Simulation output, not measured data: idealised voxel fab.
Process module under the name voxel self aligned vias
Section shown: cut. Width: 275 nm. Cell size: 5 nm, square.
This document writes a cross-section as a grid whose cells are square, and gives it as bands, listed from the top down; one or more rows of cells form a band.
Heights first: top, then bottom, in nm. Then materials, left to right, each with a width in nm. "edge to edge" on a single material: fills the band edge to edge. "air": empty space.
It should be noted that heights are counted from 0, beneath which the wafer as supplied is of one material throughout, and that the lowest band possesses no lower boundary but continues downward, as written in "0..down".
The expression "30 to 40" gives the width at the extremes of the band, the first number at its top row of cells and the second at its bottom row, with the width changing by equal amounts from each row to the next in between.
Reading "nothing different" for a step: not a cell of the cross-section changed in it.
For the entry "Fully closed voids", the listed items are empty spaces with no open way to the top whose size is 8 cells or more; each item follows the pattern width x height at distance, where distance is from the left edge and all three are in nm.
It should be noted that, on the line of a given step, the content following the step's settings is a remark produced by the simulator itself with respect to that step.
overlay nm: where the mask lay relative to plan, measured to the right, on steps with a mask; negatives go left.
**List of planned process steps**
- 1: RECEIVE (material Si)
- 2: CONFORMAL_DEP (material SiO2; thk nm 15)
- 3: CONFORMAL_DEP (material SiCN; thk nm 5)
- 4: DIRECTIONAL_DEP (material SiO2; thk nm 20)
- 5: PATTERN (tone open; mask id LINES; material resist; width nm 20; pitch nm 55; thk nm 15; overlay nm 0)
- 6: DIRECTIONAL_ETCH (etch materials SiO2; depth nm 20)
- 7: STRIP (etch materials resist)
- 8: CONFORMAL_DEP (material TiN; thk nm 5)
- 9: FILL_DEP (material Ru; thk nm 5)
- 10: CMP (height nm 40)
- 11: SELECTIVE_ETCH (etch materials W Ru TiN; depth nm 10)
- 12: FILL_DEP (material SiN; thk nm 5)
- 13: CMP (height nm 40)
- 14: DIRECTIONAL_DEP (material SiO2; thk nm 15)
- 15: MASKED_ETCH (tone open; mask id VIAS; width nm 30; pitch nm 55; etch materials SiO2; depth nm 15; overlay nm 0)
- 16: MASKED_ETCH (tone open; mask id VIAS; width nm 30; pitch nm 55; etch materials SiN; depth nm 10; overlay nm 0)
- 17: CONFORMAL_DEP (material TiN; thk nm 5)
- 18: FILL_DEP (material W; thk nm 5)
- 19: CMP (height nm 55)
- 20: CONFORMAL_DEP (material SiCN; thk nm 5)
**Account of the first of two wafers, which was processed as intended**
**Wafer at receipt (post step 1), cross-section**
* 0..down: Si edge to edge
* Fully closed voids: none
**State of the wafer after step 2, shown in cross-section**
* 15..0: SiO2 edge to edge
* Lower than 0, everything is as it was.
**State of the wafer after step 3, shown in cross-section**
* 20..15: SiCN edge to edge
* Lower than 15, everything is as it was.
**State of the wafer after step 4, shown in cross-section**
* 40..20: SiO2 edge to edge
* Lower than 20, everything is as it was.
**State of the wafer after step 5, shown in cross-section**
* 55..40: resist: 70, then air: 20, then resist: 35, then air: 20, then resist: 35, then air: 20, then resist: 75
* Lower than 40, everything is as it was.
**State of the wafer after step 6, shown in cross-section**
* 55..40: resist: 70, then air: 20, then resist: 35, then air: 20, then resist: 35, then air: 20, then resist: 75
* 40..20: SiO2: 70, then air: 20, then SiO2: 35, then air: 20, then SiO2: 35, then air: 20, then SiO2: 75
* Lower than 20, everything is as it was.
**State of the wafer after step 7, shown in cross-section**
* 40..20: SiO2: 70, then air: 20, then SiO2: 35, then air: 20, then SiO2: 35, then air: 20, then SiO2: 75
* Lower than 20, everything is as it was.
**State of the wafer after step 8, shown in cross-section**
* 45..40: TiN: 75, then air: 10, then TiN: 45, then air: 10, then TiN: 45, then air: 10, then TiN: 80
* 40..25: SiO2: 70, then TiN: 5, then air: 10, then TiN: 5, then SiO2: 35, then TiN: 5, then air: 10, then TiN: 5, then SiO2: 35, then TiN: 5, then air: 10, then TiN: 5, then SiO2: 75
* 25..20: SiO2: 70, then TiN: 20, then SiO2: 35, then TiN: 20, then SiO2: 35, then TiN: 20, then SiO2: 75
* Lower than 20, everything is as it was.
**State of the wafer after step 9, shown in cross-section**
* 50..45: Ru edge to edge
* 45..40: TiN: 75, then Ru: 10, then TiN: 45, then Ru: 10, then TiN: 45, then Ru: 10, then TiN: 80
* 40..25: SiO2: 70, then TiN: 5, then Ru: 10, then TiN: 5, then SiO2: 35, then TiN: 5, then Ru: 10, then TiN: 5, then SiO2: 35, then TiN: 5, then Ru: 10, then TiN: 5, then SiO2: 75
* Lower than 25, everything is as it was.
**State of the wafer after step 10, shown in cross-section**
* 40..25: SiO2: 70, then TiN: 5, then Ru: 10, then TiN: 5, then SiO2: 35, then TiN: 5, then Ru: 10, then TiN: 5, then SiO2: 35, then TiN: 5, then Ru: 10, then TiN: 5, then SiO2: 75
* Lower than 25, everything is as it was.
**State of the wafer after step 11, shown in cross-section**
* 40..30: SiO2: 70, then air: 20, then SiO2: 35, then air: 20, then SiO2: 35, then air: 20, then SiO2: 75
* Lower than 30, everything is as it was.
**State of the wafer after step 12, shown in cross-section**
* 45..40: SiN edge to edge
* 40..30: SiO2: 70, then SiN: 20, then SiO2: 35, then SiN: 20, then SiO2: 35, then SiN: 20, then SiO2: 75
* Lower than 30, everything is as it was.
**State of the wafer after step 13, shown in cross-section**
* 40..30: SiO2: 70, then SiN: 20, then SiO2: 35, then SiN: 20, then SiO2: 35, then SiN: 20, then SiO2: 75
* Lower than 30, everything is as it was.
**State of the wafer after step 14, shown in cross-section**
* 55..40: SiO2 edge to edge
* Lower than 40, everything is as it was.
**State of the wafer after step 15, shown in cross-section**
* 55..40: SiO2: 65, then air: 30, then SiO2: 25, then air: 30, then SiO2: 25, then air: 30, then SiO2: 70
* Lower than 40, everything is as it was.
**State of the wafer after step 16, shown in cross-section**
* 55..40: SiO2: 65, then air: 30, then SiO2: 25, then air: 30, then SiO2: 25, then air: 30, then SiO2: 70
* 40..30: SiO2: 70, then air: 20, then SiO2: 35, then air: 20, then SiO2: 35, then air: 20, then SiO2: 75
* Lower than 30, everything is as it was.
**State of the wafer after step 17, shown in cross-section**
* 60..55: TiN: 70, then air: 20, then TiN: 35, then air: 20, then TiN: 35, then air: 20, then TiN: 75
* 55..45: SiO2: 65, then TiN: 5, then air: 20, then TiN: 5, then SiO2: 25, then TiN: 5, then air: 20, then TiN: 5, then SiO2: 25, then TiN: 5, then air: 20, then TiN: 5, then SiO2: 70
* 45..35: SiO2: 65 to 70, then TiN: 10 to 5, then air: 10, then TiN: 10 to 5, then SiO2: 25 to 35, then TiN: 10 to 5, then air: 10, then TiN: 10 to 5, then SiO2: 25 to 35, then TiN: 10 to 5, then air: 10, then TiN: 10 to 5, then SiO2: 70 to 75
* 35..30: SiO2: 70, then TiN: 20, then SiO2: 35, then TiN: 20, then SiO2: 35, then TiN: 20, then SiO2: 75
* Lower than 30, everything is as it was.
**State of the wafer after step 18, shown in cross-section**
* 65..60: W edge to edge
* 60..55: TiN: 70, then W: 20, then TiN: 35, then W: 20, then TiN: 35, then W: 20, then TiN: 75
* 55..45: SiO2: 65, then TiN: 5, then W: 20, then TiN: 5, then SiO2: 25, then TiN: 5, then W: 20, then TiN: 5, then SiO2: 25, then TiN: 5, then W: 20, then TiN: 5, then SiO2: 70
* 45..35: SiO2: 65 to 70, then TiN: 10 to 5, then W: 10, then TiN: 10 to 5, then SiO2: 25 to 35, then TiN: 10 to 5, then W: 10, then TiN: 10 to 5, then SiO2: 25 to 35, then TiN: 10 to 5, then W: 10, then TiN: 10 to 5, then SiO2: 70 to 75
* Lower than 35, everything is as it was.
**State of the wafer after step 19, shown in cross-section**
* 55..45: SiO2: 65, then TiN: 5, then W: 20, then TiN: 5, then SiO2: 25, then TiN: 5, then W: 20, then TiN: 5, then SiO2: 25, then TiN: 5, then W: 20, then TiN: 5, then SiO2: 70
* Lower than 45, everything is as it was.
**State of the wafer after step 20, shown in cross-section**
* 60..55: SiCN edge to edge
* Lower than 55, everything is as it was.
**For the second wafer, take the first wafer's start and plan, then add one mistake made in running it; everything through step 2, that step included, is shared with the first**
**Second wafer, cut view, end of step 3 per plan**
* 30..15: SiCN edge to edge
* Lower than 15, everything is as it was.
**Second wafer, cut view, end of step 4 per plan**
* 50..30: SiO2 edge to edge
* Lower than 30, everything is as it was.
**Second wafer, cut view, end of step 5 per plan**
* 65..50: resist: 70, then air: 20, then resist: 35, then air: 20, then resist: 35, then air: 20, then resist: 75
* Lower than 50, everything is as it was.
**Second wafer, cut view, end of step 6 per plan**
* 65..50: resist: 70, then air: 20, then resist: 35, then air: 20, then resist: 35, then air: 20, then resist: 75
* 50..30: SiO2: 70, then air: 20, then SiO2: 35, then air: 20, then SiO2: 35, then air: 20, then SiO2: 75
* Lower than 30, everything is as it was.
**Second wafer, cut view, end of step 7 per plan**
* 50..30: SiO2: 70, then air: 20, then SiO2: 35, then air: 20, then SiO2: 35, then air: 20, then SiO2: 75
* Lower than 30, everything is as it was.
**Second wafer, cut view, end of step 8 per plan**
* 55..50: TiN: 75, then air: 10, then TiN: 45, then air: 10, then TiN: 45, then air: 10, then TiN: 80
* 50..35: SiO2: 70, then TiN: 5, then air: 10, then TiN: 5, then SiO2: 35, then TiN: 5, then air: 10, then TiN: 5, then SiO2: 35, then TiN: 5, then air: 10, then TiN: 5, then SiO2: 75
* 35..30: SiO2: 70, then TiN: 20, then SiO2: 35, then TiN: 20, then SiO2: 35, then TiN: 20, then SiO2: 75
* Lower than 30, everything is as it was.
**Second wafer, cut view, end of step 9 per plan**
* 60..55: Ru edge to edge
* 55..50: TiN: 75, then Ru: 10, then TiN: 45, then Ru: 10, then TiN: 45, then Ru: 10, then TiN: 80
* 50..35: SiO2: 70, then TiN: 5, then Ru: 10, then TiN: 5, then SiO2: 35, then TiN: 5, then Ru: 10, then TiN: 5, then SiO2: 35, then TiN: 5, then Ru: 10, then TiN: 5, then SiO2: 75
* Lower than 35, everything is as it was.
**Second wafer, cut view, end of step 10 per plan**
* 40..35: SiO2: 70, then TiN: 5, then Ru: 10, then TiN: 5, then SiO2: 35, then TiN: 5, then Ru: 10, then TiN: 5, then SiO2: 35, then TiN: 5, then Ru: 10, then TiN: 5, then SiO2: 75
* Lower than 35, everything is as it was.
**Second wafer, cut view, end of step 11 per plan**
* 40..30: SiO2: 70, then air: 20, then SiO2: 35, then air: 20, then SiO2: 35, then air: 20, then SiO2: 75
* Lower than 30, everything is as it was.
**Second wafer, cut view, end of step 12 per plan**
* 45..40: SiN edge to edge
* 40..30: SiO2: 70, then SiN: 20, then SiO2: 35, then SiN: 20, then SiO2: 35, then SiN: 20, then SiO2: 75
* Lower than 30, everything is as it was.
**Second wafer, cut view, end of step 13 per plan**
* 40..30: SiO2: 70, then SiN: 20, then SiO2: 35, then SiN: 20, then SiO2: 35, then SiN: 20, then SiO2: 75
* Lower than 30, everything is as it was.
**Second wafer, cut view, end of step 14 per plan**
* 55..40: SiO2 edge to edge
* Lower than 40, everything is as it was.
**Second wafer, cut view, end of step 15 per plan**
* 55..40: SiO2: 65, then air: 30, then SiO2: 25, then air: 30, then SiO2: 25, then air: 30, then SiO2: 70
* Lower than 40, everything is as it was.
**Second wafer, cut view, end of step 16 per plan**
* 55..40: SiO2: 65, then air: 30, then SiO2: 25, then air: 30, then SiO2: 25, then air: 30, then SiO2: 70
* 40..30: SiO2: 70, then air: 20, then SiO2: 35, then air: 20, then SiO2: 35, then air: 20, then SiO2: 75
* Lower than 30, everything is as it was.
**Second wafer, cut view, end of step 17 per plan**
* 60..55: TiN: 70, then air: 20, then TiN: 35, then air: 20, then TiN: 35, then air: 20, then TiN: 75
* 55..45: SiO2: 65, then TiN: 5, then air: 20, then TiN: 5, then SiO2: 25, then TiN: 5, then air: 20, then TiN: 5, then SiO2: 25, then TiN: 5, then air: 20, then TiN: 5, then SiO2: 70
* 45..35: SiO2: 65 to 70, then TiN: 10 to 5, then air: 10, then TiN: 10 to 5, then SiO2: 25 to 35, then TiN: 10 to 5, then air: 10, then TiN: 10 to 5, then SiO2: 25 to 35, then TiN: 10 to 5, then air: 10, then TiN: 10 to 5, then SiO2: 70 to 75
* 35..30: SiO2: 70, then TiN: 20, then SiO2: 35, then TiN: 20, then SiO2: 35, then TiN: 20, then SiO2: 75
* Lower than 30, everything is as it was.
**Second wafer, cut view, end of step 18 per plan**
* 65..60: W edge to edge
* 60..55: TiN: 70, then W: 20, then TiN: 35, then W: 20, then TiN: 35, then W: 20, then TiN: 75
* 55..45: SiO2: 65, then TiN: 5, then W: 20, then TiN: 5, then SiO2: 25, then TiN: 5, then W: 20, then TiN: 5, then SiO2: 25, then TiN: 5, then W: 20, then TiN: 5, then SiO2: 70
* 45..35: SiO2: 65 to 70, then TiN: 10 to 5, then W: 10, then TiN: 10 to 5, then SiO2: 25 to 35, then TiN: 10 to 5, then W: 10, then TiN: 10 to 5, then SiO2: 25 to 35, then TiN: 10 to 5, then W: 10, then TiN: 10 to 5, then SiO2: 70 to 75
* Lower than 35, everything is as it was.
**Second wafer, cut view, end of step 19 per plan**
* 55..45: SiO2: 65, then TiN: 5, then W: 20, then TiN: 5, then SiO2: 25, then TiN: 5, then W: 20, then TiN: 5, then SiO2: 25, then TiN: 5, then W: 20, then TiN: 5, then SiO2: 70
* Lower than 45, everything is as it was.
**Second wafer, cut view, end of step 20 per plan**
* 60..55: SiCN edge to edge
* Lower than 55, everything is as it was.
It is concluded that the wafer was processed incorrectly with respect to the plan, in that step 3 was not run as planned; what actually ran was CONFORMAL_DEP (material SiCN; thk nm 15)
Upon completion, the second wafer contains, in terms of cells, a greater or smaller amount of certain materials than the first wafer: -6 Ru, +110 SiCN, -86 SiO2, -18 TiN
